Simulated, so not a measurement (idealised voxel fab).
process module | voxel wiring stack
cross-section cut | 245 nm wide | cells 5 nm
A cross-section is a grid of square cells, given in bands from the top down. A band is one or more rows of cells.
Each band's line starts with the height of the band's top and of its bottom, in nm. Then come its materials from left to right, each with its width in nm. One material with "throughout" fills the band from edge to edge. "air" is empty space.
Height 0 is the level under which the wafer as received is all one material. The lowest band goes on downwards, as in "0 down".
A width such as "30 to 40" changes by the same amount from each row of cells to the next, from the band's top row to its bottom row.
"no change" after a step means that no cell of the cross-section changed.
closed voids: empty space of 8 cells or more with no open way to the top, each as width x height at its distance from the left edge, in nm
after a step's settings: what the simulator itself notes on the step
overlay nm, on a step with a mask: how far to the right of its planned place the mask lay; to the left if negative
plan
1 op RECEIVE | material Si
2 op CONFORMAL_DEP | material SiO2 | thk nm 5
3 op CONFORMAL_DEP | material SiCN | thk nm 5
4 op DIRECTIONAL_DEP | material SiO2 | thk nm 20
5 op MASKED_ETCH | tone open | mask id METAL_1 | width nm 30 | pitch nm 60 | etch materials SiO2 | depth nm 20 | overlay nm 0
6 op MASKED_ETCH | tone open | mask id METAL_1 | width nm 30 | pitch nm 60 | etch materials SiCN | depth nm 5 | overlay nm 0
7 op CONFORMAL_DEP | material TiN | thk nm 5
8 op FILL_DEP | material W | thk nm 10
9 op CMP | height nm 35
10 op CONFORMAL_DEP | material SiCN | thk nm 5
11 op DIRECTIONAL_DEP | material lowk | thk nm 20
12 op PATTERN | tone open | mask id PLUG_1 | material resist | width nm 15 | pitch nm 60 | thk nm 15 | overlay nm 0
13 op DIRECTIONAL_ETCH | etch materials lowk | depth nm 20
14 op DIRECTIONAL_ETCH | etch materials SiCN | depth nm 5
15 op STRIP | etch materials resist
16 op EPI | material Ru | thk nm 10
17 op EPI | material Ru | thk nm 10
18 op EPI | material Ru | thk nm 5
19 op DIRECTIONAL_DEP | material TiN | thk nm 5
20 op DIRECTIONAL_DEP | material Ru | thk nm 25
21 op PATTERN | tone cover | mask id METAL_2 | material resist | width nm 30 | pitch nm 60 | thk nm 15 | overlay nm 0
22 op DIRECTIONAL_ETCH | etch materials Ru | depth nm 25
23 op DIRECTIONAL_ETCH | etch materials TiN | depth nm 5
24 op STRIP | etch materials resist
25 op FILL_DEP | material lowk | thk nm 10
26 op CMP | height nm 90
27 op CONFORMAL_DEP | material SiCN | thk nm 5
28 op DIRECTIONAL_DEP | material SiO2 | thk nm 30
29 op PATTERN | tone open | mask id METAL_3 | material resist | width nm 30 | pitch nm 60 | thk nm 20 | overlay nm 0
30 op DIRECTIONAL_ETCH | etch materials SiO2 | depth nm 20
31 op STRIP | etch materials resist
32 op PATTERN | tone open | mask id METAL_3_HOLES | material resist | width nm 15 | pitch nm 60 | thk nm 15 | overlay nm 0
33 op DIRECTIONAL_ETCH | etch materials SiO2 | depth nm 10
34 op DIRECTIONAL_ETCH | etch materials SiCN | depth nm 5
35 op STRIP | etch materials resist
36 op CONFORMAL_DEP | material TiN | thk nm 5
37 op FILL_DEP | material Ru | thk nm 5
38 op CMP | height nm 125
39 op CONFORMAL_DEP | material SiCN | thk nm 5
varied across the wafers: thk nm of step 2. The plan shows the first wafer's value. All wafers start alike
first wafer as received, after step 1
  0 down: Si throughout
  closed voids: none
each wafer at the end: cells of each material gained (+) or lost (-) since it was received, then its closed voids
thk nm 5 | +180 Ru | +160 SiCN | +377 SiO2 | +151 TiN | +60 W | +346 lowk | closed voids: none
thk nm 10 | +180 Ru | +160 SiCN | +426 SiO2 | +114 TiN | +48 W | +346 lowk | closed voids: none
thk nm 15 | +180 Ru | +160 SiCN | +444 SiO2 | +108 TiN | +36 W | +346 lowk | closed voids: none
thk nm 20 | +180 Ru | +160 SiCN | +462 SiO2 | +102 TiN | +24 W | +346 lowk | closed voids: none
thk nm 25 | +180 Ru | +160 SiCN | +480 SiO2 | +96 TiN | +12 W | +346 lowk | closed voids: none
